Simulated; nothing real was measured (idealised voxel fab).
process module | voxel released beams
cross-section cut | 290 nm wide | cells 5 nm
A cross-section is a grid of square cells, given in bands from the top down. A band is one or more rows of cells.
Each band's line starts with the height of the band's top and of its bottom, in nm. Then come its materials from left to right, each with its width in nm. One material with "throughout" fills the band from edge to edge. "air" is empty space.
Height 0 is the level under which the wafer as received is all one material. The lowest band goes on downwards, as in "0 down".
A width such as "30 to 40" changes by the same amount from each row of cells to the next, from the band's top row to its bottom row.
"no change" after a step means that no cell of the cross-section changed.
closed voids: empty space of 8 cells or more with no open way to the top, each as width x height at its distance from the left edge, in nm
after a step's settings: what the simulator itself notes on the step
overlay nm, on a step with a mask: how far to the right of its planned place the mask lay; to the left if negative
plan
1 op RECEIVE | material Si
2 op CONFORMAL_DEP | material SiN | thk nm 5
3 op DIRECTIONAL_DEP | material SiO2 | thk nm 10
4 op DIRECTIONAL_DEP | material aC | thk nm 10
5 op PATTERN | tone open | mask id ANCHOR | material resist | width nm 40 | thk nm 25 | overlay nm 0
6 op DIRECTIONAL_ETCH | etch materials aC | depth nm 10
7 op STRIP | etch materials resist
8 op DIRECTIONAL_ETCH | etch materials SiO2 | depth nm 10
9 op STRIP | etch materials aC
10 op CONFORMAL_DEP | material W | thk nm 15
11 op MASKED_ETCH | tone cover | mask id BEAM | width nm 120 | etch materials W | depth nm 15 | overlay nm 0
12 op STRIP | etch materials SiO2
as received, after step 1
  0 down: Si throughout
  closed voids: none
first wafer at the end, as planned
  30 to 20: air 80 | W 20 | air 10 | W 90 | air 90
  20 to 15: air 80 | W 120 | air 90
  15 to 5: air 85 | W 40 | air 165
  5 to 0: SiN throughout
  0 down: Si throughout
  closed voids: none
second wafer at the end: like start, like plan, one mistake
  30 to 15: air 80 | W 120 | air 90
  15 to 10: SiN throughout
  10 to 0: SiO2 throughout
  0 down: Si throughout
  closed voids: none
what went wrong: steps 2 and 3 were swapped
at the end the second wafer has, in cells: 116 more of SiO2 | 12 fewer of W
